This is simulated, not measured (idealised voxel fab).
process module | voxel double patterning
FYI the section here is cut, 280 nm wide, cells are 5 nm squares.
A cross-section is written here as square cells arranged in a grid, and it is given in bands from the top down, each band taking up one or more rows of cells.
Top height, bottom height, nm. Materials left to right, width each, nm. Single material + "full width" = fills band edge to edge. "empty" = empty.
It should be noted that heights are counted from 0, beneath which the wafer as supplied is of one material throughout, and that the lowest band possesses no lower boundary but continues downward, as written in "z 0 and below".
Think of "30..40" as a width that walks from the first number to the second as you go down the band, top row to bottom row, taking equal-sized steps from row to row.
"changes: none" (step): cross-section cells unchanged, all of them.
The entry titled "Non-vented voids" provides the empty spaces that have no open way to the top, restricted to those of 8 cells or more. Each is presented as width x height at distance, the distance being measured from the left edge, with all three in nm.
That trailing text on a step's line, after the settings, is the simulator's own remark on the step.
For masked steps, "overlay nm" on the step line gives how far right of plan the mask actually lay; a minus sign means it lay to the left.
PROCESS STEPS - PLAN
step 1: RECEIVE, material Si
step 2: CONFORMAL_DEP, material SiN, thk nm 10
step 3: DIRECTIONAL_DEP, material SiO2, thk nm 20
step 4: DIRECTIONAL_DEP, material SiCN, thk nm 10
step 5: MASKED_ETCH, tone open, mask id FIRST, width nm 15, pitch nm 50, etch materials SiCN, depth nm 10, overlay nm 0
step 6: MASKED_ETCH, tone open, mask id SECOND, width nm 15, pitch nm 50, etch materials SiCN, depth nm 10, overlay nm 0
step 7: DIRECTIONAL_ETCH, etch materials SiO2, depth nm 20
step 8: STRIP, etch materials SiCN
WHAT FOLLOWS COVERS THE FIRST OF TWO WAFERS; IT RAN AS PLANNED
CROSS-SECTION: WAFER ON ARRIVAL = AFTER STEP 1
z 0 and below = Si full width
Non-vented voids: none
STEP 2 DONE - WAFER CROSS-SECTION
z 10 to 0 = SiN full width
For the remainder of the cross-section, below 0, there is no change.
STEP 3 DONE - WAFER CROSS-SECTION
z 30 to 10 = SiO2 full width
For the remainder of the cross-section, below 10, there is no change.
STEP 4 DONE - WAFER CROSS-SECTION
z 40 to 30 = SiCN full width
For the remainder of the cross-section, below 30, there is no change.
STEP 5 DONE - WAFER CROSS-SECTION
z 40 to 30 = 80 SiCN | 15 empty | 35 SiCN | 15 empty | 35 SiCN | 15 empty | 85 SiCN
For the remainder of the cross-section, below 30, there is no change.
STEP 6 DONE - WAFER CROSS-SECTION
z 40 to 30 = 80 SiCN | 15 empty | 10 SiCN | 15 empty | 10 SiCN | 15 empty | 10 SiCN | 15 empty | 10 SiCN | 15 empty | 85 SiCN
For the remainder of the cross-section, below 30, there is no change.
STEP 7 DONE - WAFER CROSS-SECTION
z 40 to 30 = 80 SiCN | 15 empty | 10 SiCN | 15 empty | 10 SiCN | 15 empty | 10 SiCN | 15 empty | 10 SiCN | 15 empty | 85 SiCN
z 30 to 10 = 80 SiO2 | 15 empty | 10 SiO2 | 15 empty | 10 SiO2 | 15 empty | 10 SiO2 | 15 empty | 10 SiO2 | 15 empty | 85 SiO2
For the remainder of the cross-section, below 10, there is no change.
STEP 8 DONE - WAFER CROSS-SECTION
z 30 to 10 = 80 SiO2 | 15 empty | 10 SiO2 | 15 empty | 10 SiO2 | 15 empty | 10 SiO2 | 15 empty | 10 SiO2 | 15 empty | 85 SiO2
For the remainder of the cross-section, below 10, there is no change.
SECOND WAFER: LIKE START, LIKE PLAN, ONE MISTAKE. THROUGH STEP 4 IT MATCHES THE FIRST WAFER
SECOND WAFER AT THE PLANNED FINISH OF STEP 5, SEEN IN CROSS-SECTION
z 40 to 30 = 80 SiCN | 20 empty | 30 SiCN | 20 empty | 30 SiCN | 20 empty | 80 SiCN
For the remainder of the cross-section, below 30, there is no change.
SECOND WAFER AT THE PLANNED FINISH OF STEP 6, SEEN IN CROSS-SECTION
z 40 to 30 = 80 SiCN | 20 empty | 5 SiCN | 15 empty | 10 SiCN | 20 empty | 5 SiCN | 15 empty | 10 SiCN | 20 empty | 80 SiCN
For the remainder of the cross-section, below 30, there is no change.
SECOND WAFER AT THE PLANNED FINISH OF STEP 7, SEEN IN CROSS-SECTION
z 40 to 30 = 80 SiCN | 20 empty | 5 SiCN | 15 empty | 10 SiCN | 20 empty | 5 SiCN | 15 empty | 10 SiCN | 20 empty | 80 SiCN
z 30 to 10 = 80 SiO2 | 20 empty | 5 SiO2 | 15 empty | 10 SiO2 | 20 empty | 5 SiO2 | 15 empty | 10 SiO2 | 20 empty | 80 SiO2
For the remainder of the cross-section, below 10, there is no change.
SECOND WAFER AT THE PLANNED FINISH OF STEP 8, SEEN IN CROSS-SECTION
z 30 to 10 = 80 SiO2 | 20 empty | 5 SiO2 | 15 empty | 10 SiO2 | 20 empty | 5 SiO2 | 15 empty | 10 SiO2 | 20 empty | 80 SiO2
For the remainder of the cross-section, below 10, there is no change.
Run error: planned and actual differ for step 5; actual: MASKED_ETCH, tone open, mask id FIRST, width nm 20, pitch nm 50, etch materials SiCN, depth nm 10, overlay nm 0
Upon completion, the second wafer contains, in terms of cells, a greater or smaller amount of certain materials than the first wafer: SiO2 -12
